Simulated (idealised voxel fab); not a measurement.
Documented hereafter: the process module known as voxel fin reveal.
Each square cell in cross-section cut measures 5 nm, and the section as a whole is 250 nm wide.
Each cross-section below is a grid of square cells, stated as bands in top-down order, with one or more rows of cells making up each band. Band entry format. Leading values: height of top, height of bottom, nm. Remainder: materials in left-to-right order, each with its width in nm. Special words: "full width" on a single material, which then fills the band edge to edge; "empty", empty space. Basically, 0 is our baseline, since under it the wafer straight out of the box is all one material. The bottom band has no lower end and keeps on going down, so it looks like "top 0, no bottom". Graded width ("30 to 40"): value in top row of band = first number; value in bottom row = second number; row-to-row change constant. Take "stayed the same" at face value: in the step it is given for, the cross-section changed in none of its cells. In the "Trapped void list" entry, you get each enclosed empty space of 8 cells or more, one with no open way to the top, written width x height at distance, distance from the left edge, in nm. Where a step's line continues beyond its settings, the continuation is a remark by the simulator itself on that step. overlay nm, on a step with a mask: how far to the right of its planned place the mask lay; to the left if negative.

## Set out below are the planned steps of the process
1: RECEIVE | material Si
2: CONFORMAL_DEP | material SiN | thk nm 5
3: DIRECTIONAL_DEP | material aC | thk nm 15
4: PATTERN | tone cover | mask id FINS | material resist | width nm 15 | pitch nm 35 | thk nm 35 | overlay nm 0
5: DIRECTIONAL_ETCH | etch materials aC | depth nm 15
6: STRIP | etch materials resist
7: DIRECTIONAL_ETCH | etch materials SiN | depth nm 5
8: DIRECTIONAL_ETCH | etch materials Si | depth nm 30
9: STRIP | etch materials aC
10: FILL_DEP | material SiO2 | thk nm 5
11: CMP | height nm 5
12: SELECTIVE_ETCH | etch materials SiO2 | depth nm 25
13: STRIP | etch materials SiN
14: CONFORMAL_DEP | material HfO2 | thk nm 5

## As-received state of the wafer in cross-section, equivalent to post-step 1
- top 0, no bottom: Si full width
- Trapped void list: none

## Cross-sectional result after module completion. Note: starting condition and plan are unchanged from above; one processing mistake was made
- top 5, bottom 0: 70 nm HfO2 | 5 nm empty | 30 nm HfO2 | 5 nm empty | 30 nm HfO2 | 5 nm empty | 30 nm HfO2 | 5 nm empty | 70 nm HfO2
- top 0, bottom -15: 65 nm Si | 5 nm HfO2 | 5 nm empty | 5 nm HfO2 | 20 nm Si | 5 nm HfO2 | 5 nm empty | 5 nm HfO2 | 20 nm Si | 5 nm HfO2 | 5 nm empty | 5 nm HfO2 | 20 nm Si | 5 nm HfO2 | 5 nm empty | 5 nm HfO2 | 65 nm Si
- top -15, bottom -20: 65 nm Si | 15 nm HfO2 | 20 nm Si | 15 nm HfO2 | 20 nm Si | 15 nm HfO2 | 20 nm Si | 15 nm HfO2 | 65 nm Si
- top -20, bottom -30: 65 nm Si | 15 nm SiO2 | 20 nm Si | 15 nm SiO2 | 20 nm Si | 15 nm SiO2 | 20 nm Si | 15 nm SiO2 | 65 nm Si
- top -30, no bottom: Si full width
- Trapped void list: none
Which mistake was made when the wafer was run? step 4, actual vs plan mismatch, actual run PATTERN | tone open | mask id FINS | material resist | width nm 15 | pitch nm 35 | thk nm 35 | overlay nm 0
